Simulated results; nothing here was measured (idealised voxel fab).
Process module heading - voxel self aligned vias
We display cut, a cross-section 280 nm in width whose square cells are each 5 nm.
Reading order for cross-sections: top band down to bottom band. Underlying form: a grid of square cells. Band size: one or more rows of cells.
The band entry comprises the height of the band's top followed by the height of its bottom, expressed in nm, and subsequently the band's materials from left to right, each stated together with its width in nm. Where a single material is marked with the word "full width", that material fills the band from edge to edge. The word "empty" represents empty space.
Heights are reckoned from 0. Under this level, the received wafer is all of one material. The bottommost band is open-ended downward, for example "0..down".
Read "30->40" as a graded width: first number on top, second number at the bottom, same change between each pair of neighbouring rows.
"nothing got changed" after a step means that no cell of the cross-section changed.
Any empty space of 8 cells or more lacking an open way to the top shows up in "Listed closed voids" as width x height at distance, distance from the left edge, in nm.
If you see something after the settings on a step's line, that's the simulator's own remark about that step.
Among the settings permitted on a step's line is "overlay nm"; applied to a step with a mask, it specifies the extent to which the mask lay to the right of its planned position, whereas a negative figure signifies a position to the left.

Process steps (planned):
step 1: RECEIVE, material Si
step 2: CONFORMAL_DEP, material SiO2, thk nm 10
step 3: CONFORMAL_DEP, material SiCN, thk nm 5
step 4: DIRECTIONAL_DEP, material lowk, thk nm 25
step 5: DIRECTIONAL_DEP, material aC, thk nm 15
step 6: PATTERN, tone open, mask id LINES, material resist, width nm 30, pitch nm 75, thk nm 30, overlay nm 0
step 7: DIRECTIONAL_ETCH, etch materials aC, depth nm 15
step 8: STRIP, etch materials resist
step 9: DIRECTIONAL_ETCH, etch materials lowk, depth nm 25
step 10: STRIP, etch materials aC
step 11: CONFORMAL_DEP, material TiN, thk nm 5
step 12: FILL_DEP, material W, thk nm 5
step 13: CMP, height nm 40
step 14: SELECTIVE_ETCH, etch materials W Ru TiN, depth nm 5
step 15: FILL_DEP, material SiN, thk nm 10
step 16: CMP, height nm 40
step 17: DIRECTIONAL_DEP, material lowk, thk nm 15
step 18: DIRECTIONAL_DEP, material aC, thk nm 15
step 19: PATTERN, tone open, mask id VIAS, material resist, width nm 50, thk nm 30, overlay nm 0
step 20: DIRECTIONAL_ETCH, etch materials aC, depth nm 15
step 21: STRIP, etch materials resist
step 22: DIRECTIONAL_ETCH, etch materials lowk, depth nm 15
step 23: DIRECTIONAL_ETCH, etch materials SiN, depth nm 5
step 24: STRIP, etch materials aC
step 25: CONFORMAL_DEP, material TiN, thk nm 5
step 26: FILL_DEP, material Ru, thk nm 5
step 27: CMP, height nm 55
step 28: CONFORMAL_DEP, material SiCN, thk nm 5

The first of the two wafers, which ran as planned:

Cross-section, incoming material, after step 1:
> 0..down: Si full width
> Listed closed voids: none

Cross-section through the wafer, step 2 finished:
> 10..0: SiO2 full width
> Everything below 0 is unchanged.

Cross-section through the wafer, step 3 finished:
> 15..10: SiCN full width
> Everything below 10 is unchanged.

Cross-section through the wafer, step 4 finished:
> 40..15: lowk full width
> Everything below 15 is unchanged.

Cross-section through the wafer, step 5 finished:
> 55..40: aC full width
> Everything below 40 is unchanged.

Cross-section through the wafer, step 6 finished:
> 85..55: resist 85 nm, then empty 30 nm, then resist 45 nm, then empty 30 nm, then resist 90 nm
> Everything below 55 is unchanged.

Cross-section through the wafer, step 7 finished:
> 70..55: resist 85 nm, then empty 30 nm, then resist 45 nm, then empty 30 nm, then resist 90 nm
> 55..40: aC 85 nm, then empty 30 nm, then aC 45 nm, then empty 30 nm, then aC 90 nm
> Everything below 40 is unchanged.

Cross-section through the wafer, step 8 finished:
> 55..40: aC 85 nm, then empty 30 nm, then aC 45 nm, then empty 30 nm, then aC 90 nm
> Everything below 40 is unchanged.

Cross-section through the wafer, step 9 finished:
> 55..40: aC 85 nm, then empty 30 nm, then aC 45 nm, then empty 30 nm, then aC 90 nm
> 40..15: lowk 85 nm, then empty 30 nm, then lowk 45 nm, then empty 30 nm, then lowk 90 nm
> Everything below 15 is unchanged.

Cross-section through the wafer, step 10 finished:
> 40..15: lowk 85 nm, then empty 30 nm, then lowk 45 nm, then empty 30 nm, then lowk 90 nm
> Everything below 15 is unchanged.

Cross-section through the wafer, step 11 finished:
> 45..40: TiN 90 nm, then empty 20 nm, then TiN 55 nm, then empty 20 nm, then TiN 95 nm
> 40..20: lowk 85 nm, then TiN 5 nm, then empty 20 nm, then TiN 5 nm, then lowk 45 nm, then TiN 5 nm, then empty 20 nm, then TiN 5 nm, then lowk 90 nm
> 20..15: lowk 85 nm, then TiN 30 nm, then lowk 45 nm, then TiN 30 nm, then lowk 90 nm
> Everything below 15 is unchanged.

Cross-section through the wafer, step 12 finished:
> 50..45: W full width
> 45..40: TiN 90 nm, then W 20 nm, then TiN 55 nm, then W 20 nm, then TiN 95 nm
> 40..20: lowk 85 nm, then TiN 5 nm, then W 20 nm, then TiN 5 nm, then lowk 45 nm, then TiN 5 nm, then W 20 nm, then TiN 5 nm, then lowk 90 nm
> Everything below 20 is unchanged.

Cross-section through the wafer, step 13 finished:
> 40..20: lowk 85 nm, then TiN 5 nm, then W 20 nm, then TiN 5 nm, then lowk 45 nm, then TiN 5 nm, then W 20 nm, then TiN 5 nm, then lowk 90 nm
> Everything below 20 is unchanged.

Cross-section through the wafer, step 14 finished:
> 40..35: lowk 85 nm, then empty 30 nm, then lowk 45 nm, then empty 30 nm, then lowk 90 nm
> Everything below 35 is unchanged.

Cross-section through the wafer, step 15 finished:
> 50..40: SiN full width
> 40..35: lowk 85 nm, then SiN 30 nm, then lowk 45 nm, then SiN 30 nm, then lowk 90 nm
> Everything below 35 is unchanged.

Cross-section through the wafer, step 16 finished:
> 40..35: lowk 85 nm, then SiN 30 nm, then lowk 45 nm, then SiN 30 nm, then lowk 90 nm
> Everything below 35 is unchanged.

Cross-section through the wafer, step 17 finished:
> 55..40: lowk full width
> Everything below 40 is unchanged.

Cross-section through the wafer, step 18 finished:
> 70..55: aC full width
> Everything below 55 is unchanged.

Cross-section through the wafer, step 19 finished:
> 100..70: resist 75 nm, then empty 50 nm, then resist 155 nm
> Everything below 70 is unchanged.

Cross-section through the wafer, step 20 finished:
> 85..70: resist 75 nm, then empty 50 nm, then resist 155 nm
> 70..55: aC 75 nm, then empty 50 nm, then aC 155 nm
> Everything below 55 is unchanged.

Cross-section through the wafer, step 21 finished:
> 70..55: aC 75 nm, then empty 50 nm, then aC 155 nm
> Everything below 55 is unchanged.

Cross-section through the wafer, step 22 finished:
> 70..55: aC 75 nm, then empty 50 nm, then aC 155 nm
> 55..40: lowk 75 nm, then empty 50 nm, then lowk 155 nm
> Everything below 40 is unchanged.

Cross-section through the wafer, step 23 finished:
> 70..55: aC 75 nm, then empty 50 nm, then aC 155 nm
> 55..40: lowk 75 nm, then empty 50 nm, then lowk 155 nm
> 40..35: lowk 85 nm, then empty 30 nm, then lowk 45 nm, then SiN 30 nm, then lowk 90 nm
> Everything below 35 is unchanged.

Cross-section through the wafer, step 24 finished:
> 55..40: lowk 75 nm, then empty 50 nm, then lowk 155 nm
> Everything below 40 is unchanged.

Cross-section through the wafer, step 25 finished:
> 60..55: TiN 80 nm, then empty 40 nm, then TiN 160 nm
> 55..45: lowk 75 nm, then TiN 5 nm, then empty 40 nm, then TiN 5 nm, then lowk 155 nm
> 45..40: lowk 75 nm, then TiN 15 nm, then empty 20 nm, then TiN 15 nm, then lowk 155 nm
> 40..35: lowk 85 nm, then TiN 30 nm, then lowk 45 nm, then SiN 30 nm, then lowk 90 nm
> Everything below 35 is unchanged.

Cross-section through the wafer, step 26 finished:
> 65..60: Ru full width
> 60..55: TiN 80 nm, then Ru 40 nm, then TiN 160 nm
> 55..45: lowk 75 nm, then TiN 5 nm, then Ru 40 nm, then TiN 5 nm, then lowk 155 nm
> 45..40: lowk 75 nm, then TiN 15 nm, then Ru 20 nm, then TiN 15 nm, then lowk 155 nm
> Everything below 40 is unchanged.

Cross-section through the wafer, step 27 finished:
> 55..45: lowk 75 nm, then TiN 5 nm, then Ru 40 nm, then TiN 5 nm, then lowk 155 nm
> Everything below 45 is unchanged.

Cross-section through the wafer, step 28 finished:
> 60..55: SiCN full width
> Everything below 55 is unchanged.

second wafer: like start, like plan, one mistake. Through step 18 it matches the first wafer:

At the planned end of step 19, the second wafer in cross-section:
> 100..70: resist 75 nm, then empty 55 nm, then resist 150 nm
> Everything below 70 is unchanged.

At the planned end of step 20, the second wafer in cross-section:
> 85..70: resist 75 nm, then empty 55 nm, then resist 150 nm
> 70..55: aC 75 nm, then empty 55 nm, then aC 150 nm
> Everything below 55 is unchanged.

At the planned end of step 21, the second wafer in cross-section:
> 70..55: aC 75 nm, then empty 55 nm, then aC 150 nm
> Everything below 55 is unchanged.

At the planned end of step 22, the second wafer in cross-section:
> 70..55: aC 75 nm, then empty 55 nm, then aC 150 nm
> 55..40: lowk 75 nm, then empty 55 nm, then lowk 150 nm
> Everything below 40 is unchanged.

At the planned end of step 23, the second wafer in cross-section:
> 70..55: aC 75 nm, then empty 55 nm, then aC 150 nm
> 55..40: lowk 75 nm, then empty 55 nm, then lowk 150 nm
> 40..35: lowk 85 nm, then empty 30 nm, then lowk 45 nm, then SiN 30 nm, then lowk 90 nm
> Everything below 35 is unchanged.

At the planned end of step 24, the second wafer in cross-section:
> 55..40: lowk 75 nm, then empty 55 nm, then lowk 150 nm
> Everything below 40 is unchanged.

At the planned end of step 25, the second wafer in cross-section:
> 60..55: TiN 80 nm, then empty 45 nm, then TiN 155 nm
> 55..45: lowk 75 nm, then TiN 5 nm, then empty 45 nm, then TiN 5 nm, then lowk 150 nm
> 45..40: lowk 75 nm, then TiN 15 nm, then empty 20 nm, then TiN 20 nm, then lowk 150 nm
> 40..35: lowk 85 nm, then TiN 30 nm, then lowk 45 nm, then SiN 30 nm, then lowk 90 nm
> Everything below 35 is unchanged.

At the planned end of step 26, the second wafer in cross-section:
> 65..60: Ru full width
> 60..55: TiN 80 nm, then Ru 45 nm, then TiN 155 nm
> 55..45: lowk 75 nm, then TiN 5 nm, then Ru 45 nm, then TiN 5 nm, then lowk 150 nm
> 45..40: lowk 75 nm, then TiN 15 nm, then Ru 20 nm, then TiN 20 nm, then lowk 150 nm
> Everything below 40 is unchanged.

At the planned end of step 27, the second wafer in cross-section:
> 55..45: lowk 75 nm, then TiN 5 nm, then Ru 45 nm, then TiN 5 nm, then lowk 150 nm
> Everything below 45 is unchanged.

At the planned end of step 28, the second wafer in cross-section:
> 60..55: SiCN full width
> Everything below 55 is unchanged.
The plan and the run diverged here: off-plan run, step 19, actual operation and settings PATTERN, tone open, mask id VIAS, material resist, width nm 55, thk nm 30, overlay nm 0
Final tally in cells, some materials are higher or lower on the second wafer than on the first: +2 Ru; +1 TiN; -3 lowk
